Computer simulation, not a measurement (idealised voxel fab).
process module | voxel spacer lines
cross-section cut | 170 nm wide | cells 5 nm
A cross-section is a grid of square cells, given in bands from the top down. A band is one or more rows of cells.
Each band's line starts with the height of the band's top and of its bottom, in nm. Then come its materials from left to right, each with its width in nm. One material with "throughout" fills the band from edge to edge. "air" is empty space.
Height 0 is the level under which the wafer as received is all one material. The lowest band goes on downwards, as in "0 down".
A width such as "30 to 40" changes by the same amount from each row of cells to the next, from the band's top row to its bottom row.
"no change" after a step means that no cell of the cross-section changed.
closed voids: empty space of 8 cells or more with no open way to the top, each as width x height at its distance from the left edge, in nm
after a step's settings: what the simulator itself notes on the step
overlay nm, on a step with a mask: how far to the right of its planned place the mask lay; to the left if negative
plan
1 op RECEIVE | material Si
2 op CONFORMAL_DEP | material Al2O3 | thk nm 10
3 op DIRECTIONAL_DEP | material TiN | thk nm 10
4 op DIRECTIONAL_DEP | material polySi | thk nm 25
5 op PATTERN | tone cover | mask id MANDREL | material resist | width nm 15 | pitch nm 60 | thk nm 35 | overlay nm 0
6 op DIRECTIONAL_ETCH | etch materials polySi | depth nm 25
7 op STRIP | etch materials resist
8 op CONFORMAL_DEP | material SiO2 | thk nm 15
9 op DIRECTIONAL_ETCH | etch materials SiO2 | depth nm 15
10 op STRIP | etch materials polySi
11 op DIRECTIONAL_ETCH | etch materials TiN | depth nm 10
12 op STRIP | etch materials SiO2
13 op FILL_DEP | material lowk | thk nm 5
14 op CMP | height nm 20
first wafer, as planned
as received, after step 1
  0 down: Si throughout
  closed voids: none
after step 2
  10 to 0: Al2O3 throughout
  below 0: unchanged
after step 3
  20 to 10: TiN throughout
  below 10: unchanged
after step 4
  45 to 20: polySi throughout
  below 20: unchanged
after step 5
  80 to 45: air 45 | resist 15 | air 45 | resist 15 | air 50
  below 45: unchanged
after step 6
  80 to 45: air 45 | resist 15 | air 45 | resist 15 | air 50
  45 to 20: air 45 | polySi 15 | air 45 | polySi 15 | air 50
  below 20: unchanged
after step 7
  45 to 20: air 45 | polySi 15 | air 45 | polySi 15 | air 50
  below 20: unchanged
after step 8
  60 to 45: air 30 | SiO2 45 | air 15 | SiO2 45 | air 35
  45 to 35: air 30 | SiO2 15 | polySi 15 | SiO2 15 | air 15 | SiO2 15 | polySi 15 | SiO2 15 | air 35
  35 to 20: SiO2 45 | polySi 15 | SiO2 45 | polySi 15 | SiO2 50
  below 20: unchanged
after step 9
  45 to 20: air 30 | SiO2 15 | polySi 15 | SiO2 15 | air 15 | SiO2 15 | polySi 15 | SiO2 15 | air 35
  below 20: unchanged
after step 10
  45 to 20: air 30 | SiO2 15 | air 15 | SiO2 15 | air 15 | SiO2 15 | air 15 | SiO2 15 | air 35
  below 20: unchanged
after step 11
  45 to 20: air 30 | SiO2 15 | air 15 | SiO2 15 | air 15 | SiO2 15 | air 15 | SiO2 15 | air 35
  20 to 10: air 30 | TiN 15 | air 15 | TiN 15 | air 15 | TiN 15 | air 15 | TiN 15 | air 35
  below 10: unchanged
after step 12
  20 to 10: air 30 | TiN 15 | air 15 | TiN 15 | air 15 | TiN 15 | air 15 | TiN 15 | air 35
  below 10: unchanged
after step 13
  25 to 20: lowk throughout
  20 to 10: lowk 30 | TiN 15 | lowk 15 | TiN 15 | lowk 15 | TiN 15 | lowk 15 | TiN 15 | lowk 35
  below 10: unchanged
after step 14
  20 to 10: lowk 30 | TiN 15 | lowk 15 | TiN 15 | lowk 15 | TiN 15 | lowk 15 | TiN 15 | lowk 35
  below 10: unchanged
second wafer: like start, like plan, one mistake. Through step 4 it matches the first wafer
when step 5 should have ended
  80 to 45: air 40 | resist 25 | air 35 | resist 25 | air 45
  below 45: unchanged
when step 6 should have ended
  80 to 45: air 40 | resist 25 | air 35 | resist 25 | air 45
  45 to 20: air 40 | polySi 25 | air 35 | polySi 25 | air 45
  below 20: unchanged
when step 7 should have ended
  45 to 20: air 40 | polySi 25 | air 35 | polySi 25 | air 45
  below 20: unchanged
when step 8 should have ended
  60 to 45: air 25 | SiO2 55 | air 5 | SiO2 55 | air 30
  45 to 35: air 25 | SiO2 15 | polySi 25 | SiO2 15 | air 5 | SiO2 15 | polySi 25 | SiO2 15 | air 30
  35 to 20: SiO2 40 | polySi 25 | SiO2 35 | polySi 25 | SiO2 45
  below 20: unchanged
when step 9 should have ended
  45 to 20: air 25 | SiO2 15 | polySi 25 | SiO2 15 | air 5 | SiO2 15 | polySi 25 | SiO2 15 | air 30
  below 20: unchanged
when step 10 should have ended
  45 to 20: air 25 | SiO2 15 | air 25 | SiO2 15 | air 5 | SiO2 15 | air 25 | SiO2 15 | air 30
  below 20: unchanged
when step 11 should have ended
  45 to 20: air 25 | SiO2 15 | air 25 | SiO2 15 | air 5 | SiO2 15 | air 25 | SiO2 15 | air 30
  20 to 10: air 25 | TiN 15 | air 25 | TiN 15 | air 5 | TiN 15 | air 25 | TiN 15 | air 30
  below 10: unchanged
when step 12 should have ended
  20 to 10: air 25 | TiN 15 | air 25 | TiN 15 | air 5 | TiN 15 | air 25 | TiN 15 | air 30
  below 10: unchanged
when step 13 should have ended
  25 to 20: lowk throughout
  20 to 10: lowk 25 | TiN 15 | lowk 25 | TiN 15 | lowk 5 | TiN 15 | lowk 25 | TiN 15 | lowk 30
  below 10: unchanged
when step 14 should have ended
  20 to 10: lowk 25 | TiN 15 | lowk 25 | TiN 15 | lowk 5 | TiN 15 | lowk 25 | TiN 15 | lowk 30
  below 10: unchanged
what went wrong: step 5 ran as: op PATTERN | tone cover | mask id MANDREL | material resist | width nm 25 | pitch nm 60 | thk nm 35 | overlay nm 0
at the end the second wafer has, in cells: as many of each material as the first, in other places
